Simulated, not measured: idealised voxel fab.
process module | voxel released beams
cross-section cut | 290 nm wide | cells 5 nm
A cross-section is a grid of square cells, given in bands from the top down. A band is one or more rows of cells.
Each band's line starts with the height of the band's top and of its bottom, in nm. Then come its materials from left to right, each with its width in nm. One material with "throughout" fills the band from edge to edge. "air" is empty space.
Height 0 is the level under which the wafer as received is all one material. The lowest band goes on downwards, as in "0 down".
A width such as "30 to 40" changes by the same amount from each row of cells to the next, from the band's top row to its bottom row.
"no change" after a step means that no cell of the cross-section changed.
closed voids: empty space of 8 cells or more with no open way to the top, each as width x height at its distance from the left edge, in nm
after a step's settings: what the simulator itself notes on the step
overlay nm, on a step with a mask: how far to the right of its planned place the mask lay; to the left if negative
Each pair below shows a cross-section before one step and the cross-section after it, down to the lowest band that changed. The line under each pair gives the step between them, with its settings. The pairs can come from different runs of this module on the same starting wafer, so a pair continues from the pair above only where its "before" says so.
before
  0 down: Si throughout
  closed voids: none
after
  5 to 0: Al2O3 throughout
  below 0: unchanged
  closed voids: none
the step between: op CONFORMAL_DEP | material Al2O3 | thk nm 5
before: the cross-section after the pair above
after
  15 to 5: SiO2 throughout
  below 5: unchanged
  closed voids: none
the step between: op DIRECTIONAL_DEP | material SiO2 | thk nm 10
before: the cross-section after the pair above
after
  35 to 15: resist 100 | air 35 | resist 155
  below 15: unchanged
  closed voids: none
the step between: op PATTERN | tone open | mask id ANCHOR | material resist | width nm 35 | thk nm 20 | overlay nm 0
before: the cross-section after the pair above
after
  35 to 15: resist 100 | air 35 | resist 155
  15 to 5: SiO2 100 | air 35 | SiO2 155
  below 5: unchanged
  closed voids: none
the step between: op DIRECTIONAL_ETCH | etch materials SiO2 | depth nm 10
before: the cross-section after the pair above
after
  15 to 5: SiO2 100 | air 35 | SiO2 155
  below 5: unchanged
  closed voids: none
the step between: op STRIP | etch materials resist
before: the cross-section after the pair above
after
  25 to 15: SiN 110 | air 15 | SiN 165
  15 to 5: SiO2 100 | SiN 35 | SiO2 155
  below 5: unchanged
  closed voids: none
the step between: op CONFORMAL_DEP | material SiN | thk nm 10
before: the cross-section after the pair above
after
  45 to 25: air 95 | resist 90 | air 105
  25 to 15: SiN 110 | resist 15 | SiN 165
  below 15: unchanged
  closed voids: none
the step between: op PATTERN | tone cover | mask id BEAM | material resist | width nm 90 | thk nm 20 | overlay nm 0
before: the cross-section after the pair above
after
  45 to 25: air 95 | resist 90 | air 105
  25 to 15: air 95 | SiN 15 | resist 15 | SiN 60 | air 105
  below 15: unchanged
  closed voids: none
the step between: op DIRECTIONAL_ETCH | etch materials SiN | depth nm 10
before: the cross-section after the pair above
after
  25 to 15: air 95 | SiN 15 | air 15 | SiN 60 | air 105
  below 15: unchanged
  closed voids: none
the step between: op STRIP | etch materials resist
before: the cross-section after the pair above
after
  25 to 15: air 95 | SiN 15 | air 15 | SiN 60 | air 105
  15 to 5: air 100 | SiN 35 | air 155
  below 5: unchanged
  closed voids: none
the step between: op STRIP | etch materials SiO2
before
  0 down: Si throughout
  closed voids: none
after
  10 to 0: SiO2 throughout
  below 0: unchanged
  closed voids: none
the step between: op DIRECTIONAL_DEP | material SiO2 | thk nm 10
before: the cross-section after the pair above
after
  30 to 10: resist 100 | air 35 | resist 155
  below 10: unchanged
  closed voids: none
the step between: op PATTERN | tone open | mask id ANCHOR | material resist | width nm 35 | thk nm 20 | overlay nm 0
before: the cross-section after the pair above
after
  30 to 10: resist 100 | air 35 | resist 155
  10 to 0: SiO2 100 | air 35 | SiO2 155
  below 0: unchanged
  closed voids: none
the step between: op DIRECTIONAL_ETCH | etch materials SiO2 | depth nm 10
before: the cross-section after the pair above
after
  10 to 0: SiO2 100 | air 35 | SiO2 155
  below 0: unchanged
  closed voids: none
the step between: op STRIP | etch materials resist
before: the cross-section after the pair above
after
  20 to 10: SiN 110 | air 15 | SiN 165
  10 to 0: SiO2 100 | SiN 35 | SiO2 155
  below 0: unchanged
  closed voids: none
the step between: op CONFORMAL_DEP | material SiN | thk nm 10
before: the cross-section after the pair above
after
  40 to 20: air 95 | resist 90 | air 105
  20 to 10: SiN 110 | resist 15 | SiN 165
  below 10: unchanged
  closed voids: none
the step between: op PATTERN | tone cover | mask id BEAM | material resist | width nm 90 | thk nm 20 | overlay nm 0
before: the cross-section after the pair above
after
  40 to 20: air 95 | resist 90 | air 105
  20 to 10: air 95 | SiN 15 | resist 15 | SiN 60 | air 105
  below 10: unchanged
  closed voids: none
the step between: op DIRECTIONAL_ETCH | etch materials SiN | depth nm 10
before: the cross-section after the pair above
after
  20 to 10: air 95 | SiN 15 | air 15 | SiN 60 | air 105
  below 10: unchanged
  closed voids: none
the step between: op STRIP | etch materials resist
before: the cross-section after the pair above
after
  20 to 10: air 95 | SiN 15 | air 15 | SiN 60 | air 105
  10 to 0: air 100 | SiN 35 | air 155
  below 0: unchanged
  closed voids: none
the step between: op STRIP | etch materials SiO2
before
  10 to 0: SiO2 throughout
  0 down: Si throughout
  closed voids: none
after
  15 to 10: Al2O3 throughout
  below 10: unchanged
  closed voids: none
the step between: op CONFORMAL_DEP | material Al2O3 | thk nm 5
before: the cross-section after the pair above
after
  35 to 15: resist 100 | air 35 | resist 155
  below 15: unchanged
  closed voids: none
the step between: op PATTERN | tone open | mask id ANCHOR | material resist | width nm 35 | thk nm 20 | overlay nm 0
before: the cross-section after the pair above
after
  15 to 10: Al2O3 throughout
  below 10: unchanged
  closed voids: none
the step between: op STRIP | etch materials resist
before: the cross-section after the pair above
after
  25 to 15: SiN throughout
  below 15: unchanged
  closed voids: none
the step between: op CONFORMAL_DEP | material SiN | thk nm 10
before: the cross-section after the pair above
after
  45 to 25: air 95 | resist 90 | air 105
  below 25: unchanged
  closed voids: none
the step between: op PATTERN | tone cover | mask id BEAM | material resist | width nm 90 | thk nm 20 | overlay nm 0
before: the cross-section after the pair above
after
  45 to 25: air 95 | resist 90 | air 105
  25 to 15: air 95 | SiN 90 | air 105
  below 15: unchanged
  closed voids: none
the step between: op DIRECTIONAL_ETCH | etch materials SiN | depth nm 10
before: the cross-section after the pair above
after
  25 to 15: air 95 | SiN 90 | air 105
  below 15: unchanged
  closed voids: none
the step between: op STRIP | etch materials resist
before
  45 to 25: air 95 | resist 90 | air 105
  25 to 15: SiN 110 | resist 15 | SiN 165
  15 to 5: SiO2 100 | SiN 35 | SiO2 155
  5 to 0: Al2O3 throughout
  0 down: Si throughout
  closed voids: none
after
  45 to 25: air 95 | resist 90 | air 105
  25 to 20: air 95 | SiN 15 | resist 15 | SiN 60 | air 105
  below 20: unchanged
  closed voids: none
the step between: op DIRECTIONAL_ETCH | etch materials SiN | depth nm 5
before: the cross-section after the pair above
after
  25 to 20: air 95 | SiN 15 | air 15 | SiN 60 | air 105
  20 to 15: SiN 110 | air 15 | SiN 165
  below 15: unchanged
  closed voids: none
the step between: op STRIP | etch materials resist
before
  15 to 5: SiO2 throughout
  5 to 0: Al2O3 throughout
  0 down: Si throughout
  closed voids: none
after
  35 to 15: resist 100 | air 40 | resist 150
  below 15: unchanged
  closed voids: none
the step between: op PATTERN | tone open | mask id ANCHOR | material resist | width nm 40 | thk nm 20 | overlay nm 0
before: the cross-section after the pair above
after
  35 to 15: resist 100 | air 40 | resist 150
  15 to 5: SiO2 100 | air 40 | SiO2 150
  below 5: unchanged
  closed voids: none
the step between: op DIRECTIONAL_ETCH | etch materials SiO2 | depth nm 10
before: the cross-section after the pair above
after
  15 to 5: SiO2 100 | air 40 | SiO2 150
  below 5: unchanged
  closed voids: none
the step between: op STRIP | etch materials resist
before: the cross-section after the pair above
after
  25 to 15: SiN 110 | air 20 | SiN 160
  15 to 5: SiO2 100 | SiN 40 | SiO2 150
  below 5: unchanged
  closed voids: none
the step between: op CONFORMAL_DEP | material SiN | thk nm 10
before: the cross-section after the pair above
after
  45 to 25: air 95 | resist 90 | air 105
  25 to 15: SiN 110 | resist 20 | SiN 160
  below 15: unchanged
  closed voids: none
the step between: op PATTERN | tone cover | mask id BEAM | material resist | width nm 90 | thk nm 20 | overlay nm 0
before: the cross-section after the pair above
after
  45 to 25: air 95 | resist 90 | air 105
  25 to 15: air 95 | SiN 15 | resist 20 | SiN 55 | air 105
  below 15: unchanged
  closed voids: none
the step between: op DIRECTIONAL_ETCH | etch materials SiN | depth nm 10
before: the cross-section after the pair above
after
  25 to 15: air 95 | SiN 15 | air 20 | SiN 55 | air 105
  below 15: unchanged
  closed voids: none
the step between: op STRIP | etch materials resist
before: the cross-section after the pair above
after
  25 to 15: air 95 | SiN 15 | air 20 | SiN 55 | air 105
  15 to 5: air 100 | SiN 40 | air 150
  below 5: unchanged
  closed voids: none
the step between: op STRIP | etch materials SiO2
before
  15 to 5: SiO2 throughout
  5 to 0: Al2O3 throughout
  0 down: Si throughout
  closed voids: none
after
  35 to 15: resist 95 | air 35 | resist 160
  below 15: unchanged
  closed voids: none
the step between: op PATTERN | tone open | mask id ANCHOR | material resist | width nm 35 | thk nm 20 | overlay nm -5
before: the cross-section after the pair above
after
  35 to 15: resist 95 | air 35 | resist 160
  15 to 5: SiO2 95 | air 35 | SiO2 160
  below 5: unchanged
  closed voids: none
the step between: op DIRECTIONAL_ETCH | etch materials SiO2 | depth nm 10
before: the cross-section after the pair above
after
  15 to 5: SiO2 95 | air 35 | SiO2 160
  below 5: unchanged
  closed voids: none
the step between: op STRIP | etch materials resist
before: the cross-section after the pair above
after
  25 to 15: SiN 105 | air 15 | SiN 170
  15 to 5: SiO2 95 | SiN 35 | SiO2 160
  below 5: unchanged
  closed voids: none
the step between: op CONFORMAL_DEP | material SiN | thk nm 10
before: the cross-section after the pair above
after
  45 to 25: air 95 | resist 90 | air 105
  25 to 15: SiN 105 | resist 15 | SiN 170
  below 15: unchanged
  closed voids: none
the step between: op PATTERN | tone cover | mask id BEAM | material resist | width nm 90 | thk nm 20 | overlay nm 0
before: the cross-section after the pair above
after
  45 to 25: air 95 | resist 90 | air 105
  25 to 15: air 95 | SiN 10 | resist 15 | SiN 65 | air 105
  below 15: unchanged
  closed voids: none
the step between: op DIRECTIONAL_ETCH | etch materials SiN | depth nm 10
before: the cross-section after the pair above
after
  25 to 15: air 95 | SiN 10 | air 15 | SiN 65 | air 105
  below 15: unchanged
  closed voids: none
the step between: op STRIP | etch materials resist
before: the cross-section after the pair above
after
  25 to 15: air 95 | SiN 10 | air 15 | SiN 65 | air 105
  15 to 5: air 95 | SiN 35 | air 160
  below 5: unchanged
  closed voids: none
the step between: op STRIP | etch materials SiO2
before
  5 to 0: Al2O3 throughout
  0 down: Si throughout
  closed voids: none
after
  15 to 0: Al2O3 throughout
  below 0: unchanged
  closed voids: none
the step between: op DIRECTIONAL_DEP | material Al2O3 | thk nm 10
before: the cross-section after the pair above
after
  35 to 15: resist 100 | air 35 | resist 155
  below 15: unchanged
  closed voids: none
the step between: op PATTERN | tone open | mask id ANCHOR | material resist | width nm 35 | thk nm 20 | overlay nm 0
before: the cross-section after the pair above
after
  15 to 0: Al2O3 throughout
  below 0: unchanged
  closed voids: none
the step between: op STRIP | etch materials resist
before: the cross-section after the pair above
after
  25 to 15: SiN throughout
  below 15: unchanged
  closed voids: none
the step between: op CONFORMAL_DEP | material SiN | thk nm 10
before: the cross-section after the pair above
after
  45 to 25: air 95 | resist 90 | air 105
  below 25: unchanged
  closed voids: none
the step between: op PATTERN | tone cover | mask id BEAM | material resist | width nm 90 | thk nm 20 | overlay nm 0
before: the cross-section after the pair above
after
  45 to 25: air 95 | resist 90 | air 105
  25 to 15: air 95 | SiN 90 | air 105
  below 15: unchanged
  closed voids: none
the step between: op DIRECTIONAL_ETCH | etch materials SiN | depth nm 10
before: the cross-section after the pair above
after
  25 to 15: air 95 | SiN 90 | air 105
  below 15: unchanged
  closed voids: none
the step between: op STRIP | etch materials resist
before
  15 to 5: SiO2 throughout
  5 to 0: Al2O3 throughout
  0 down: Si throughout
  closed voids: none
after
  35 to 15: air 100 | resist 35 | air 155
  below 15: unchanged
  closed voids: none
the step between: op PATTERN | tone cover | mask id ANCHOR | material resist | width nm 35 | thk nm 20 | overlay nm 0
before: the cross-section after the pair above
after
  35 to 15: air 100 | resist 35 | air 155
  15 to 5: air 100 | SiO2 35 | air 155
  below 5: unchanged
  closed voids: none
the step between: op DIRECTIONAL_ETCH | etch materials SiO2 | depth nm 10
before: the cross-section after the pair above
after
  15 to 5: air 100 | SiO2 35 | air 155
  below 5: unchanged
  closed voids: none
the step between: op STRIP | etch materials resist
before: the cross-section after the pair above
after
  25 to 15: air 90 | SiN 55 | air 145
  15 to 5: SiN 100 | SiO2 35 | SiN 155
  below 5: unchanged
  closed voids: none
the step between: op CONFORMAL_DEP | material SiN | thk nm 10
before: the cross-section after the pair above
after
  45 to 25: air 95 | resist 90 | air 105
  25 to 15: air 90 | SiN 55 | resist 40 | air 105
  below 15: unchanged
  closed voids: none
the step between: op PATTERN | tone cover | mask id BEAM | material resist | width nm 90 | thk nm 20 | overlay nm 0
before: the cross-section after the pair above
after
  45 to 25: air 95 | resist 90 | air 105
  25 to 15: air 95 | SiN 50 | resist 40 | air 105
  15 to 5: air 90 | SiN 10 | SiO2 35 | SiN 50 | air 105
  below 5: unchanged
  closed voids: none
the step between: op DIRECTIONAL_ETCH | etch materials SiN | depth nm 10
before: the cross-section after the pair above
after
  25 to 15: air 95 | SiN 50 | air 145
  below 15: unchanged
  closed voids: none
the step between: op STRIP | etch materials resist
